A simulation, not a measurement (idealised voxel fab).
The document below concerns the process module designated voxel wiring stack.
Cross-section cut spans 140 nm and uses square cells 5 nm in size.
Just so we're on the same page, the cross-sections are grids of square cells, and they're listed out in bands top to bottom, each band one or more rows deep. Each band's line starts with the height of the band's top and of its bottom, in nm. Then come its materials from left to right, each with its width in nm. One material with "throughout" fills the band from edge to edge. "empty" is empty space. Zero point of the height axis is 0; under it, received wafer = one material. Lowest band: continues down indefinitely, "0 and below". So if you see something like "30->40" for the width, read it as the top row of the band sitting at the first number and the bottom row at the second, with every row in between moving by the same amount as the last. "no alteration" means the step left every cell of the cross-section as it was. What "Closed voids list" gives you is every empty space of 8 cells or more that is cut off from the top. Each appears as width x height at distance, with the distance taken from the left edge and width, height and distance all in nm. That trailing text on a step's line, after the settings, is the simulator's own remark on the step. The optional step-line setting "overlay nm" applies to steps with a mask and quantifies how far to the right of its planned location the mask lay, a negative value indicating leftward placement.

### Set out below are the planned steps of the process
1) RECEIVE with material Si
2) CONFORMAL_DEP with material SiO2, thk nm 15
3) DIRECTIONAL_DEP with material TiN, thk nm 5
4) DIRECTIONAL_DEP with material W, thk nm 15
5) PATTERN with tone cover, mask id METAL_1, material resist, width nm 20, pitch nm 40, thk nm 20, overlay nm 0
6) DIRECTIONAL_ETCH with etch materials W, depth nm 15
7) DIRECTIONAL_ETCH with etch materials TiN, depth nm 5
8) STRIP with etch materials resist
9) FILL_DEP with material SiO2, thk nm 5
10) CMP with height nm 35
11) CONFORMAL_DEP with material SiCN, thk nm 5
12) DIRECTIONAL_DEP with material lowk, thk nm 35
13) MASKED_ETCH with tone open, mask id METAL_2_HOLES, width nm 15, pitch nm 40, etch materials lowk, depth nm 35, overlay nm 0
14) PATTERN with tone open, mask id METAL_2, material resist, width nm 20, pitch nm 40, thk nm 15, overlay nm 0
15) DIRECTIONAL_ETCH with etch materials lowk, depth nm 20
16) DIRECTIONAL_ETCH with etch materials SiCN, depth nm 5
17) STRIP with etch materials resist
18) CONFORMAL_DEP with material TiN, thk nm 5
19) FILL_DEP with material Ru, thk nm 5
20) CMP with height nm 75
21) CONFORMAL_DEP with material SiN, thk nm 5
varied across the wafers: thk nm of step 3. The plan shows the first wafer's value. All wafers start alike

### As-received state after step 1, first of several wafers, cross-section
0 and below = Si throughout
Closed voids list: none

### Quick look at the cross-section of the first of several wafers after step 21, which wraps up the module
80 down to 75 = SiN throughout
75 down to 60 = 20 of lowk / 5 of TiN / 10 of Ru / 5 of TiN / 20 of lowk / 5 of TiN / 10 of Ru / 5 of TiN / 20 of lowk / 5 of TiN / 10 of Ru / 5 of TiN / 20 of lowk
60 down to 55 = 20 of lowk / 5 of TiN / 5 of Ru / 10 of TiN / 20 of lowk / 5 of TiN / 5 of Ru / 10 of TiN / 20 of lowk / 5 of TiN / 5 of Ru / 10 of TiN / 20 of lowk
55 down to 40 = 20 of lowk / 5 of TiN / 5 of Ru / 5 of TiN / 25 of lowk / 5 of TiN / 5 of Ru / 5 of TiN / 25 of lowk / 5 of TiN / 5 of Ru / 5 of TiN / 25 of lowk
40 down to 35 = 20 of SiCN / 15 of TiN / 25 of SiCN / 15 of TiN / 25 of SiCN / 15 of TiN / 25 of SiCN
35 down to 20 = 20 of SiO2 / 20 of W / 20 of SiO2 / 20 of W / 20 of SiO2 / 20 of W / 20 of SiO2
20 down to 15 = 20 of SiO2 / 20 of TiN / 20 of SiO2 / 20 of TiN / 20 of SiO2 / 20 of TiN / 20 of SiO2
15 down to 0 = SiO2 throughout
0 and below = Si throughout
Closed voids list: none

### Sectional view of the last wafer upon completion of the module
80 down to 75 = SiN throughout
75 down to 60 = 20 of lowk / 5 of TiN / 10 of Ru / 5 of TiN / 20 of lowk / 5 of TiN / 10 of Ru / 5 of TiN / 20 of lowk / 5 of TiN / 10 of Ru / 5 of TiN / 20 of lowk
60 down to 55 = 20 of lowk / 5 of TiN / 5 of Ru / 10 of TiN / 20 of lowk / 5 of TiN / 5 of Ru / 10 of TiN / 20 of lowk / 5 of TiN / 5 of Ru / 10 of TiN / 20 of lowk
55 down to 40 = 20 of lowk / 5 of TiN / 5 of Ru / 5 of TiN / 25 of lowk / 5 of TiN / 5 of Ru / 5 of TiN / 25 of lowk / 5 of TiN / 5 of Ru / 5 of TiN / 25 of lowk
40 down to 35 = 20 of SiCN / 15 of TiN / 25 of SiCN / 15 of TiN / 25 of SiCN / 15 of TiN / 25 of SiCN
35 down to 30 = 20 of SiO2 / 20 of TiN / 20 of SiO2 / 20 of TiN / 20 of SiO2 / 20 of TiN / 20 of SiO2
30 down to 15 = TiN throughout
15 down to 0 = SiO2 throughout
0 and below = Si throughout
Closed voids list: none

### Heads up, this table goes wafer by wafer. A row tells you, at the end of the module, how many cells of each material that wafer has put on (+) or dropped (-) since it was received, and then its closed voids
thk nm 5 | +30 Ru | +19 SiCN | +28 SiN | +148 SiO2 | +66 TiN | +36 W | +121 lowk | Closed voids list: none
thk nm 10 | +30 Ru | +19 SiCN | +28 SiN | +132 SiO2 | +94 TiN | +24 W | +121 lowk | Closed voids list: none
thk nm 15 | +30 Ru | +19 SiCN | +28 SiN | +116 SiO2 | +122 TiN | +12 W | +121 lowk | Closed voids list: none
thk nm 20 | +30 Ru | +19 SiCN | +28 SiN | +100 SiO2 | +150 TiN | +121 lowk | Closed voids list: none
